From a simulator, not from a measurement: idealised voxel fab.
The process module that follows is named voxel self aligned contacts.
We display cut, a cross-section 185 nm in width whose square cells are each 5 nm.
For the purposes of this document, a cross-section shall be understood as a grid of square cells, specified as bands listed in top-to-bottom order, each band consisting of one or more rows of cells.
The entry gives the band's vertical extent as a top height and a bottom height in nm, then its horizontal make-up as materials from left to right, each with a width in nm. "empty" stands for empty space; a single material marked "throughout" fills the band edge to edge.
It should be noted that heights are counted from 0, beneath which the wafer as supplied is of one material throughout, and that the lowest band possesses no lower boundary but continues downward, as written in "0 down".
So if you see something like "30->40" for the width, read it as the top row of the band sitting at the first number and the bottom row at the second, with every row in between moving by the same amount as the last.
No cell of the cross-section changed in a step that is given as "nothing changed".
Listed in "Trapped voids": every empty space of 8 or more cells without an open way to the top. Form: width x height at distance, the distance being from the left edge, all in nm.
On a step's line, text after the settings is the simulator commenting on that step.
overlay nm: right-of-plan distance of the mask on a masked step; negative values mean left-of-plan.
LIST OF PLANNED PROCESS STEPS
| 1 | op RECEIVE | material Si |
| 2 | op CONFORMAL_DEP | material SiO2 | thk nm 5 |
| 3 | op DIRECTIONAL_DEP | material polySi | thk nm 25 |
| 4 | op DIRECTIONAL_DEP | material SiN | thk nm 20 |
| 5 | op MASKED_ETCH | tone cover | mask id GATE | width nm 25 | pitch nm 55 | etch materials SiN | depth nm 20 | overlay nm 0 |
| 6 | op MASKED_ETCH | tone cover | mask id GATE | width nm 25 | pitch nm 55 | etch materials polySi | depth nm 25 | overlay nm 0 |
| 7 | op CONFORMAL_DEP | material SiN | thk nm 5 |
| 8 | op DIRECTIONAL_ETCH | etch materials SiN | depth nm 5 |
| 9 | op FILL_DEP | material SiO2 | thk nm 15 |
| 10 | op CMP | height nm 60 |
| 11 | op DIRECTIONAL_DEP | material aC | thk nm 15 |
| 12 | op PATTERN | tone open | mask id CONTACT | material resist | width nm 40 | thk nm 35 | overlay nm 0 |
| 13 | op DIRECTIONAL_ETCH | etch materials aC | depth nm 15 |
| 14 | op STRIP | etch materials resist |
| 15 | op DIRECTIONAL_ETCH | etch materials SiO2 | depth nm 60 |
| 16 | op STRIP | etch materials aC |
| 17 | op CONFORMAL_DEP | material TiN | thk nm 5 |
| 18 | op FILL_DEP | material Ru | thk nm 10 |
| 19 | op CMP | height nm 60 |
| 20 | op CONFORMAL_DEP | material SiCN | thk nm 5 |
THIS IS THE CROSS-SECTION OF THE WAFER AS WE RECEIVED IT, I.E. AFTER STEP 1
	0 down: Si throughout
	Trapped voids: none
THE CROSS-SECTION SHOWN CORRESPONDS TO THE WAFER AT THE CONCLUSION OF THE MODULE. THE INITIAL STRUCTURE AND THE PROCESS PLAN ARE THOSE PRESENTED ABOVE; HOWEVER, ONE MISTAKE OCCURRED IN EXECUTING THE PLAN
	65 to 60: SiCN throughout
	60 to 55: Ru throughout
	55 to 50: Ru 40 nm; TiN 45 nm; Ru 10 nm; TiN 45 nm; Ru 45 nm
	50 to 30: Ru 40 nm; TiN 5 nm; SiN 35 nm; TiN 5 nm; Ru 10 nm; TiN 5 nm; SiN 35 nm; TiN 5 nm; Ru 45 nm
	30 to 10: Ru 40 nm; TiN 5 nm; SiN 5 nm; polySi 25 nm; SiN 5 nm; TiN 5 nm; Ru 10 nm; TiN 5 nm; SiN 5 nm; polySi 25 nm; SiN 5 nm; TiN 5 nm; Ru 45 nm
	10 to 5: TiN 45 nm; SiN 5 nm; polySi 25 nm; SiN 5 nm; TiN 20 nm; SiN 5 nm; polySi 25 nm; SiN 5 nm; TiN 50 nm
	5 to 0: SiO2 throughout
	0 down: Si throughout
	Trapped voids: none
Heads up, the wafer didn't run the way we planned it: off-plan run, step 9, actual operation and settings op FILL_DEP | material aC | thk nm 15
